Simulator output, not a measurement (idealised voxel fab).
Module name: voxel air gaps (process module)
Each square cell in cross-section cut measures 5 nm, and the section as a whole is 270 nm wide.
Cross-section layout: square cells on a grid; listed as bands, top to bottom; a band spans one or more cell rows. Top height, bottom height, nm. Materials left to right, width each, nm. Single material + "all across" = fills band edge to edge. "empty" = empty. Basically, 0 is our baseline, since under it the wafer straight out of the box is all one material. The bottom band has no lower end and keeps on going down, so it looks like "0 nm and below". A two-number width, for instance "30->40", indicates that the width is equal to the first number in the top row of the band and to the second number in the bottom row, and that it changes by a constant amount per row of cells. "nothing got changed" means the step left every cell of the cross-section as it was. Enclosed voids (no open way to top), threshold 8 cells or more, entry "Unvented cavities", notation width x height at distance, distance from left edge, nm. On each step's line, the part that comes after the settings is the simulator's own comment on the step. "overlay nm" on a masked step: distance the mask lay right of its planned place, negative for left.
## plan
1,RECEIVE: material Si
2,CONFORMAL_DEP: material SiO2, thk nm 10
3,CONFORMAL_DEP: material SiCN, thk nm 5
4,DIRECTIONAL_DEP: material lowk, thk nm 40
5,DIRECTIONAL_DEP: material aC, thk nm 15
6,PATTERN: tone open, mask id LINES, material resist, width nm 15, pitch nm 40, thk nm 35, overlay nm -15
7,DIRECTIONAL_ETCH: etch materials aC, depth nm 15
8,STRIP: etch materials resist
9,DIRECTIONAL_ETCH: etch materials lowk, depth nm 40
10,STRIP: etch materials aC
11,CONFORMAL_DEP: material TiN, thk nm 5
12,FILL_DEP: material W, thk nm 10
13,CMP: height nm 55
14,EPI: material Ru, thk nm 10
15,SELECTIVE_ETCH: etch materials lowk, depth nm 50
16,CONFORMAL_DEP: material SiCN, thk nm 5
Keep in mind the plan's value for the overlay nm of step 6 comes from the first wafer; the wafers don't share that setting, but they do share the same starting point.
## This is how the first of several wafers looked in cross-section when it arrived, which is after step 1
* 0 nm and below  Si all across
* Unvented cavities: none
## End of module: cross-section of the first of several wafers after step 16, the last step
* 70 nm to 65 nm  empty (55) | SiCN (125) | empty (90)
* 65 nm to 55 nm  empty (55) | SiCN (5) | Ru (35) | SiCN (5) | Ru (35) | SiCN (5) | Ru (35) | SiCN (5) | empty (90)
* 55 nm to 50 nm  empty (55) | SiCN (15) | TiN (5) | W (5) | TiN (5) | SiCN (25) | TiN (5) | W (5) | TiN (5) | SiCN (25) | TiN (5) | W (5) | TiN (5) | SiCN (15) | empty (90)
* 50 nm to 20 nm  empty (65) | SiCN (5) | TiN (5) | W (5) | TiN (5) | SiCN (5) | empty (15) | SiCN (5) | TiN (5) | W (5) | TiN (5) | SiCN (5) | empty (15) | SiCN (5) | TiN (5) | W (5) | TiN (5) | SiCN (5) | empty (100)
* 20 nm to 15 nm  SiCN (70) | TiN (15) | SiCN (25) | TiN (15) | SiCN (25) | TiN (15) | SiCN (105)
* 15 nm to 10 nm  SiCN all across
* 10 nm to 0 nm  SiO2 all across
* 0 nm and below  Si all across
* Unvented cavities: 15 x 30 at 90; 15 x 30 at 130
## Last wafer x-sec, end of module
* 70 nm to 65 nm  empty (85) | SiCN (125) | empty (60)
* 65 nm to 55 nm  empty (85) | SiCN (5) | Ru (35) | SiCN (5) | Ru (35) | SiCN (5) | Ru (35) | SiCN (5) | empty (60)
* 55 nm to 50 nm  empty (85) | SiCN (15) | TiN (5) | W (5) | TiN (5) | SiCN (25) | TiN (5) | W (5) | TiN (5) | SiCN (25) | TiN (5) | W (5) | TiN (5) | SiCN (15) | empty (60)
* 50 nm to 20 nm  empty (95) | SiCN (5) | TiN (5) | W (5) | TiN (5) | SiCN (5) | empty (15) | SiCN (5) | TiN (5) | W (5) | TiN (5) | SiCN (5) | empty (15) | SiCN (5) | TiN (5) | W (5) | TiN (5) | SiCN (5) | empty (70)
* 20 nm to 15 nm  SiCN (100) | TiN (15) | SiCN (25) | TiN (15) | SiCN (25) | TiN (15) | SiCN (75)
* 15 nm to 10 nm  SiCN all across
* 10 nm to 0 nm  SiO2 all across
* 0 nm and below  Si all across
* Unvented cavities: 15 x 30 at 120; 15 x 30 at 160
## The table below has one row for each wafer; a row shows, as of the end of the module, how many cells of each material the wafer has gained, marked (+), or lost, marked (-), since it was received, and then the wafer's closed voids
overlay nm -15 | +42 Ru | +184 SiCN | +108 SiO2 | +51 TiN | +21 W | Unvented cavities: 15 x 30 at 90; 15 x 30 at 130
overlay nm -10 | +42 Ru | +184 SiCN | +108 SiO2 | +51 TiN | +21 W | Unvented cavities: 15 x 30 at 95; 15 x 30 at 135
overlay nm -5 | +42 Ru | +184 SiCN | +108 SiO2 | +51 TiN | +21 W | Unvented cavities: 15 x 30 at 100; 15 x 30 at 140
overlay nm 0 | +42 Ru | +184 SiCN | +108 SiO2 | +51 TiN | +21 W | Unvented cavities: 15 x 30 at 105; 15 x 30 at 145
overlay nm 5 | +42 Ru | +184 SiCN | +108 SiO2 | +51 TiN | +21 W | Unvented cavities: 15 x 30 at 110; 15 x 30 at 150
overlay nm 10 | +42 Ru | +184 SiCN | +108 SiO2 | +51 TiN | +21 W | Unvented cavities: 15 x 30 at 115; 15 x 30 at 155
overlay nm 15 | +42 Ru | +184 SiCN | +108 SiO2 | +51 TiN | +21 W | Unvented cavities: 15 x 30 at 120; 15 x 30 at 160
